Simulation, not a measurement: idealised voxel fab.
Module name: voxel self aligned contacts (process module)
Cross-section cut spans 280 nm and uses square cells 5 nm in size.
Throughout this document, each cross-section is represented as a grid of square cells and is presented as a sequence of bands enumerated from the top downward, where a band comprises one or more rows of cells.
Band: top and bottom heights (nm) first, top before bottom; then materials from left to right, widths in nm. "everywhere" marks a sole material filling the band edge to edge. "blank" denotes empty space.
The level at which height equals 0 is the one under which the wafer, as it arrives, is entirely one material. No lower edge exists for the bottom band, which continues downward and is notated as in "top 0, no bottom".
The expression "30->40" gives the width at the extremes of the band, the first number at its top row of cells and the second at its bottom row, with the width changing by equal amounts from each row to the next in between.
Step marked "left unchanged"? Then no cell in the cross-section changed in it.
Reported under the label "Sealed void list" are the empty spaces having no open way to the top and comprising 8 cells or more; the notation for each is width x height at distance, in which the distance is measured from the left edge and all three values are in nm.
That trailing text on a step's line, after the settings, is the simulator's own remark on the step.
The optional step-line setting "overlay nm" applies to steps with a mask and quantifies how far to the right of its planned location the mask lay, a negative value indicating leftward placement.
PLANNED STEP LIST FOR THE PROCESS
1: RECEIVE | material Si
2: CONFORMAL_DEP | material SiO2 | thk nm 5
3: DIRECTIONAL_DEP | material polySi | thk nm 30
4: DIRECTIONAL_DEP | material SiN | thk nm 15
5: MASKED_ETCH | tone cover | mask id GATE | width nm 25 | pitch nm 60 | etch materials SiN | depth nm 15 | overlay nm 0
6: MASKED_ETCH | tone cover | mask id GATE | width nm 25 | pitch nm 60 | etch materials polySi | depth nm 30 | overlay nm 0
7: CONFORMAL_DEP | material SiN | thk nm 5
8: DIRECTIONAL_ETCH | etch materials SiN | depth nm 5
9: FILL_DEP | material SiO2 | thk nm 20
10: CMP | height nm 60
11: PATTERN | tone open | mask id CONTACT | material resist | width nm 45 | thk nm 15 | overlay nm 0
12: DIRECTIONAL_ETCH | etch materials SiO2 | depth nm 60
13: STRIP | etch materials resist
14: CONFORMAL_DEP | material TiN | thk nm 5
15: FILL_DEP | material Ru | thk nm 5
16: CMP | height nm 60
17: CONFORMAL_DEP | material SiN | thk nm 5
CROSS-SECTION, INCOMING MATERIAL, AFTER STEP 1
> top 0, no bottom | Si everywhere
> Sealed void list: none
RESULT OF THE MODULE, CROSS-SECTIONED: START PER ABOVE, PLAN PER ABOVE, ONE ERROR IN HOW IT WAS RUN
> top 65, bottom 60 | SiN everywhere
> top 60, bottom 45 | SiO2 (90); SiN (35); TiN (5); Ru (15); TiN (5); SiN (35); SiO2 (95)
> top 45, bottom 20 | SiO2 (90); SiN (5); polySi (25); SiN (5); TiN (5); Ru (15); TiN (5); SiN (5); polySi (25); SiN (5); SiO2 (95)
> top 20, bottom 15 | SiO2 (90); SiN (5); polySi (25); SiN (5); TiN (25); SiN (5); polySi (25); SiN (5); SiO2 (95)
> top 15, bottom 5 | polySi everywhere
> top 5, bottom 0 | SiO2 everywhere
> top 0, no bottom | Si everywhere
> Sealed void list: none
what went wrong: step 3 ran with different settings than intended, the actual operation and settings being DIRECTIONAL_DEP | material polySi | thk nm 40
